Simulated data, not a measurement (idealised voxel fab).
This section sets out a process module, namely voxel trench capacitor.
Cross-section cut: width 235 nm, square cells of 5 nm.
In this document a cross-section is written as a grid of square cells. It is given as a series of bands, listed from the top down, and a band is one or more rows of cells.
Band: top and bottom heights (nm) first, top before bottom; then materials from left to right, widths in nm. "everywhere" marks a sole material filling the band edge to edge. "blank" denotes empty space.
Ref level 0: as-received wafer is one material below here. Bottom band extends down with no lower bound ("0 and below").
Read "30..40" as a graded width: first number on top, second number at the bottom, same change between each pair of neighbouring rows.
No cell of the cross-section changed in a step that is given as "no modifications".
The list in "Enclosed void list" covers empty spaces of 8 cells or more that cannot reach the top through any open way, and it gives each as width x height at distance; the distance is from the left edge, and width, height and distance are in nm.
Note: text after step settings on the step line = simulator remark on that step.
When a step includes a mask, the "overlay nm" setting on its line states how far to the right of its planned place that mask lay, and negative values state how far to the left.
[So here's the lineup of process steps we planned]
1. RECEIVE [material Si]
2. CONFORMAL_DEP [material SiN] [thk nm 5]
3. MASKED_ETCH [tone open] [mask id TRENCH] [width nm 25] [pitch nm 40] [etch materials SiN] [depth nm 5] [overlay nm 0]
4. MASKED_ETCH [tone open] [mask id TRENCH] [width nm 25] [pitch nm 40] [etch materials Si] [depth nm 35] [overlay nm 0]
5. CONFORMAL_DEP [material HfO2] [thk nm 5]
6. CONFORMAL_DEP [material TiN] [thk nm 5]
7. FILL_DEP [material W] [thk nm 10]
8. CMP [height nm 5]
[As-received state of the wafer in cross-section, equivalent to post-step 1]
	0 and below | Si everywhere
	Enclosed void list: none
[Cross-sectional result after module completion. Note: starting condition and plan are unchanged from above; one processing mistake was made]
	5 down to 0 | SiN: 65, then HfO2: 5, then TiN: 10, then HfO2: 10, then SiN: 15, then HfO2: 5, then TiN: 10, then HfO2: 10, then SiN: 15, then HfO2: 5, then TiN: 10, then HfO2: 10, then SiN: 65
	0 down to -30 | Si: 65, then HfO2: 5, then TiN: 10, then HfO2: 5, then Si: 20, then HfO2: 5, then TiN: 10, then HfO2: 5, then Si: 20, then HfO2: 5, then TiN: 10, then HfO2: 5, then Si: 70
	-30 down to -35 | Si: 65, then HfO2: 20, then Si: 20, then HfO2: 20, then Si: 20, then HfO2: 20, then Si: 70
	-35 and below | Si everywhere
	Enclosed void list: none
Which mistake was made when the wafer was run? step 4 did not use the planned setting and instead ran as MASKED_ETCH [tone open] [mask id TRENCH] [width nm 25] [pitch nm 40] [etch materials Si] [depth nm 35] [overlay nm -5]
